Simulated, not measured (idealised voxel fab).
Module name: voxel capacitor over wiring (process module)
Displayed cross-section: cut, width of 290 nm, square cells sized 5 nm.
Cross-section layout: square cells on a grid; listed as bands, top to bottom; a band spans one or more cell rows. Heights first: top, then bottom, in nm. Then materials, left to right, each with a width in nm. "edge to edge" on a single material: fills the band edge to edge. "blank": empty space. Height 0 is the level under which the wafer as received is all one material. The lowest band goes on downwards, as in "top 0, no bottom". Top row gets the first number, bottom row gets the second, and each row in between changes by the same step: that is how a band width like "30..40" works. No cell of the cross-section changed in a step that is given as "remains unaltered". "Fully sealed voids" - sealed voids, min. 8 cells, no opening to top; format: width x height at distance (distance from left edge; nm throughout). Step line, after settings: the simulator's comment on this step. overlay nm, on a step with a mask: how far to the right of its planned place the mask lay; to the left if negative.
### These are the steps we planned for the process
1) RECEIVE, material Si
2) CONFORMAL_DEP, material SiO2, thk nm 15
3) DIRECTIONAL_DEP, material TiN, thk nm 5
4) DIRECTIONAL_DEP, material Ru, thk nm 20
5) DIRECTIONAL_DEP, material aC, thk nm 15
6) PATTERN, tone cover, mask id METAL_1, material resist, width nm 30, pitch nm 95, thk nm 35, overlay nm 0
7) DIRECTIONAL_ETCH, etch materials aC, depth nm 15
8) STRIP, etch materials resist
9) DIRECTIONAL_ETCH, etch materials Ru, depth nm 20
10) DIRECTIONAL_ETCH, etch materials TiN, depth nm 5
11) STRIP, etch materials aC
12) FILL_DEP, material lowk, thk nm 5
13) CMP, height nm 40
14) CONFORMAL_DEP, material SiCN, thk nm 5
15) DIRECTIONAL_DEP, material SiO2, thk nm 15
16) DIRECTIONAL_DEP, material aC, thk nm 10
17) PATTERN, tone open, mask id PLUG_1, material resist, width nm 15, thk nm 25, overlay nm 0
18) DIRECTIONAL_ETCH, etch materials aC, depth nm 10
19) STRIP, etch materials resist
20) DIRECTIONAL_ETCH, etch materials SiO2, depth nm 15
21) DIRECTIONAL_ETCH, etch materials SiCN, depth nm 5
22) STRIP, etch materials aC
23) CONFORMAL_DEP, material TiN, thk nm 5
24) FILL_DEP, material Cu, thk nm 10
25) CMP, height nm 60
26) DIRECTIONAL_DEP, material TiN, thk nm 10
27) DIRECTIONAL_DEP, material Al2O3, thk nm 5
28) DIRECTIONAL_DEP, material TiN, thk nm 10
29) PATTERN, tone cover, mask id UPPER_PLATE, material resist, width nm 70, thk nm 15, overlay nm 0
30) DIRECTIONAL_ETCH, etch materials TiN, depth nm 10
31) DIRECTIONAL_ETCH, etch materials Al2O3, depth nm 5
32) STRIP, etch materials resist
33) MASKED_ETCH, tone cover, mask id LOWER_PLATE, width nm 80, etch materials TiN, depth nm 10, overlay nm 0
34) FILL_DEP, material SiO2, thk nm 20
35) CMP, height nm 100
36) MASKED_ETCH, tone open, mask id PLUG_2, width nm 15, etch materials SiO2, depth nm 15, overlay nm 0
37) CONFORMAL_DEP, material TiN, thk nm 5
38) FILL_DEP, material W, thk nm 10
39) CMP, height nm 100
40) CONFORMAL_DEP, material SiN, thk nm 5
### What follows covers the first of two wafers; it ran as planned
### Wafer as received: cross-section following step 1
  top 0, no bottom | Si edge to edge
  Fully sealed voids: none
### after step 2
  top 15, bottom 0 | SiO2 edge to edge
  Heights below 0 show no change.
### after step 3
  top 20, bottom 15 | TiN edge to edge
  Heights below 15 show no change.
### after step 4
  top 40, bottom 20 | Ru edge to edge
  Heights below 20 show no change.
### after step 5
  top 55, bottom 40 | aC edge to edge
  Heights below 40 show no change.
### after step 6
  top 90, bottom 55 | 80 of blank, 30 of resist, 65 of blank, 30 of resist, 85 of blank
  Heights below 55 show no change.
### after step 7
  top 75, bottom 55 | 80 of blank, 30 of resist, 65 of blank, 30 of resist, 85 of blank
  top 55, bottom 40 | 80 of blank, 30 of aC, 65 of blank, 30 of aC, 85 of blank
  Heights below 40 show no change.
### after step 8
  top 55, bottom 40 | 80 of blank, 30 of aC, 65 of blank, 30 of aC, 85 of blank
  Heights below 40 show no change.
### after step 9
  top 55, bottom 40 | 80 of blank, 30 of aC, 65 of blank, 30 of aC, 85 of blank
  top 40, bottom 20 | 80 of blank, 30 of Ru, 65 of blank, 30 of Ru, 85 of blank
  Heights below 20 show no change.
### after step 10
  top 55, bottom 40 | 80 of blank, 30 of aC, 65 of blank, 30 of aC, 85 of blank
  top 40, bottom 20 | 80 of blank, 30 of Ru, 65 of blank, 30 of Ru, 85 of blank
  top 20, bottom 15 | 80 of blank, 30 of TiN, 65 of blank, 30 of TiN, 85 of blank
  Heights below 15 show no change.
### after step 11
  top 40, bottom 20 | 80 of blank, 30 of Ru, 65 of blank, 30 of Ru, 85 of blank
  Heights below 20 show no change.
### after step 12
  top 45, bottom 40 | lowk edge to edge
  top 40, bottom 20 | 80 of lowk, 30 of Ru, 65 of lowk, 30 of Ru, 85 of lowk
  top 20, bottom 15 | 80 of lowk, 30 of TiN, 65 of lowk, 30 of TiN, 85 of lowk
  Heights below 15 show no change.
### after step 13
  top 40, bottom 20 | 80 of lowk, 30 of Ru, 65 of lowk, 30 of Ru, 85 of lowk
  Heights below 20 show no change.
### after step 14
  top 45, bottom 40 | SiCN edge to edge
  Heights below 40 show no change.
### after step 15
  top 60, bottom 45 | SiO2 edge to edge
  Heights below 45 show no change.
### after step 16
  top 70, bottom 60 | aC edge to edge
  Heights below 60 show no change.
### after step 17
  top 95, bottom 70 | 95 of resist, 15 of blank, 180 of resist
  Heights below 70 show no change.
### after step 18
  top 85, bottom 70 | 95 of resist, 15 of blank, 180 of resist
  top 70, bottom 60 | 95 of aC, 15 of blank, 180 of aC
  Heights below 60 show no change.
### after step 19
  top 70, bottom 60 | 95 of aC, 15 of blank, 180 of aC
  Heights below 60 show no change.
### after step 20
  top 70, bottom 60 | 95 of aC, 15 of blank, 180 of aC
  top 60, bottom 45 | 95 of SiO2, 15 of blank, 180 of SiO2
  Heights below 45 show no change.
### after step 21
  top 70, bottom 60 | 95 of aC, 15 of blank, 180 of aC
  top 60, bottom 45 | 95 of SiO2, 15 of blank, 180 of SiO2
  top 45, bottom 40 | 95 of SiCN, 15 of blank, 180 of SiCN
  Heights below 40 show no change.
### after step 22
  top 60, bottom 45 | 95 of SiO2, 15 of blank, 180 of SiO2
  Heights below 45 show no change.
### after step 23
  top 65, bottom 60 | 100 of TiN, 5 of blank, 185 of TiN
  top 60, bottom 45 | 95 of SiO2, 5 of TiN, 5 of blank, 5 of TiN, 180 of SiO2
  top 45, bottom 40 | 95 of SiCN, 15 of TiN, 180 of SiCN
  Heights below 40 show no change.
### after step 24
  top 75, bottom 65 | Cu edge to edge
  top 65, bottom 60 | 100 of TiN, 5 of Cu, 185 of TiN
  top 60, bottom 45 | 95 of SiO2, 5 of TiN, 5 of Cu, 5 of TiN, 180 of SiO2
  Heights below 45 show no change.
### after step 25
  top 60, bottom 45 | 95 of SiO2, 5 of TiN, 5 of Cu, 5 of TiN, 180 of SiO2
  Heights below 45 show no change.
### after step 26
  top 70, bottom 60 | TiN edge to edge
  Heights below 60 show no change.
### after step 27
  top 75, bottom 70 | Al2O3 edge to edge
  Heights below 70 show no change.
### after step 28
  top 85, bottom 75 | TiN edge to edge
  Heights below 75 show no change.
### after step 29
  top 100, bottom 85 | 95 of blank, 70 of resist, 125 of blank
  Heights below 85 show no change.
### after step 30
  top 100, bottom 85 | 95 of blank, 70 of resist, 125 of blank
  top 85, bottom 75 | 95 of blank, 70 of TiN, 125 of blank
  Heights below 75 show no change.
### after step 31
  top 100, bottom 85 | 95 of blank, 70 of resist, 125 of blank
  top 85, bottom 75 | 95 of blank, 70 of TiN, 125 of blank
  top 75, bottom 70 | 95 of blank, 70 of Al2O3, 125 of blank
  Heights below 70 show no change.
### after step 32
  top 85, bottom 75 | 95 of blank, 70 of TiN, 125 of blank
  Heights below 75 show no change.
### after step 33
  top 85, bottom 75 | 95 of blank, 70 of TiN, 125 of blank
  top 75, bottom 70 | 95 of blank, 70 of Al2O3, 125 of blank
  top 70, bottom 60 | 90 of blank, 80 of TiN, 120 of blank
  Heights below 60 show no change.
### after step 34
  top 105, bottom 85 | SiO2 edge to edge
  top 85, bottom 75 | 95 of SiO2, 70 of TiN, 125 of SiO2
  top 75, bottom 70 | 95 of SiO2, 70 of Al2O3, 125 of SiO2
  top 70, bottom 60 | 90 of SiO2, 80 of TiN, 120 of SiO2
  Heights below 60 show no change.
### after step 35
  top 100, bottom 85 | SiO2 edge to edge
  Heights below 85 show no change.
### after step 36
  top 100, bottom 85 | 105 of SiO2, 15 of blank, 170 of SiO2
  Heights below 85 show no change.
### after step 37
  top 105, bottom 100 | 110 of TiN, 5 of blank, 175 of TiN
  top 100, bottom 90 | 105 of SiO2, 5 of TiN, 5 of blank, 5 of TiN, 170 of SiO2
  top 90, bottom 85 | 105 of SiO2, 15 of TiN, 170 of SiO2
  Heights below 85 show no change.
### after step 38
  top 115, bottom 105 | W edge to edge
  top 105, bottom 100 | 110 of TiN, 5 of W, 175 of TiN
  top 100, bottom 90 | 105 of SiO2, 5 of TiN, 5 of W, 5 of TiN, 170 of SiO2
  Heights below 90 show no change.
### after step 39
  top 100, bottom 90 | 105 of SiO2, 5 of TiN, 5 of W, 5 of TiN, 170 of SiO2
  Heights below 90 show no change.
### after step 40
  top 105, bottom 100 | SiN edge to edge
  Heights below 100 show no change.
### What follows concerns the second wafer, which started out like the first and was meant to follow the very same plan; one mistake crept in when it was run, but everything up to and including step 38 is the same as for the first wafer
Cross-section of the second wafer at the time step 39 of the plan should have ended: remains unaltered
### Cross-section of the second wafer at the time step 40 of the plan should have ended
  top 120, bottom 115 | SiN edge to edge
  Heights below 115 show no change.
Which mistake was made when the wafer was run? plan step 39: skipped, not run
Count the cells at the end and the second wafer has more or fewer of some materials than the first: TiN: 57 more, W: 117 more
